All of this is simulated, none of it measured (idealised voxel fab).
You're looking at the process module voxel self aligned vias.
cross-section cut | 295 nm wide | cells 5 nm
Cross-section layout: square cells on a grid; listed as bands, top to bottom; a band spans one or more cell rows. Heights first: top, then bottom, in nm. Then materials, left to right, each with a width in nm. "all across" on a single material: fills the band edge to edge. "empty": empty space. A quick word on heights: they are counted from 0, and under that level the wafer as it came to us is one material throughout. The lowest band is different from the rest in having no bottom; it simply continues downward, written as in "0 nm and below". So if you see something like "30->40" for the width, read it as the top row of the band sitting at the first number and the bottom row at the second, with every row in between moving by the same amount as the last. Key: "changes: none" - step with no changed cell in the cross-section. "Voids, fully enclosed" lists enclosed empty spaces (at least 8 cells, no open path upward to the top), each as width x height at distance from the left edge, in nm. Heads up: the bit after the settings on a step's line is the simulator's remark on that step. "overlay nm" denotes, for a step that has a mask, the displacement of the mask to the right of its planned place, with negative values corresponding to the left.

Process steps foreseen in the plan
1. RECEIVE: material Si
2. CONFORMAL_DEP: material SiO2, thk nm 10
3. CONFORMAL_DEP: material SiCN, thk nm 5
4. DIRECTIONAL_DEP: material lowk, thk nm 25
5. DIRECTIONAL_DEP: material aC, thk nm 10
6. PATTERN: tone open, mask id LINES, material resist, width nm 25, pitch nm 50, thk nm 30, overlay nm 0
7. DIRECTIONAL_ETCH: etch materials aC, depth nm 10
8. STRIP: etch materials resist
9. DIRECTIONAL_ETCH: etch materials lowk, depth nm 25
10. STRIP: etch materials aC
11. CONFORMAL_DEP: material TiN, thk nm 5
12. FILL_DEP: material Ru, thk nm 5
13. CMP: height nm 40
14. SELECTIVE_ETCH: etch materials W Ru TiN, depth nm 5
15. FILL_DEP: material SiN, thk nm 10
16. CMP: height nm 40
17. DIRECTIONAL_DEP: material lowk, thk nm 15
18. PATTERN: tone open, mask id VIAS, material resist, width nm 35, thk nm 15, overlay nm 0
19. DIRECTIONAL_ETCH: etch materials lowk, depth nm 15
20. DIRECTIONAL_ETCH: etch materials SiN, depth nm 5
21. STRIP: etch materials resist
22. CONFORMAL_DEP: material TiN, thk nm 5
23. FILL_DEP: material Cu, thk nm 10
24. CMP: height nm 55
25. CONFORMAL_DEP: material SiCN, thk nm 5

Wafer cross-section on receipt, i.e. after step 1
  0 nm and below | Si all across
  Voids, fully enclosed: none

Cross-section at module end, one run error; start and plan unchanged from above
  75 nm to 70 nm | SiCN all across
  70 nm to 60 nm | Cu all across
  60 nm to 55 nm | TiN 110 / Cu 25 / TiN 160
  55 nm to 45 nm | lowk 105 / TiN 5 / Cu 25 / TiN 5 / lowk 155
  45 nm to 40 nm | lowk 105 / TiN 10 / Cu 15 / TiN 10 / lowk 155
  40 nm to 35 nm | lowk 110 / TiN 25 / lowk 25 / SiN 25 / lowk 110
  35 nm to 20 nm | lowk 110 / TiN 5 / Ru 15 / TiN 5 / lowk 25 / TiN 5 / Ru 15 / TiN 5 / lowk 110
  20 nm to 15 nm | lowk 110 / TiN 25 / lowk 25 / TiN 25 / lowk 110
  15 nm to 10 nm | SiCN all across
  10 nm to 0 nm | SiO2 all across
  0 nm and below | Si all across
  Voids, fully enclosed: none
Want to know what went wrong? yeah, step 24 of the plan got skipped, never ran
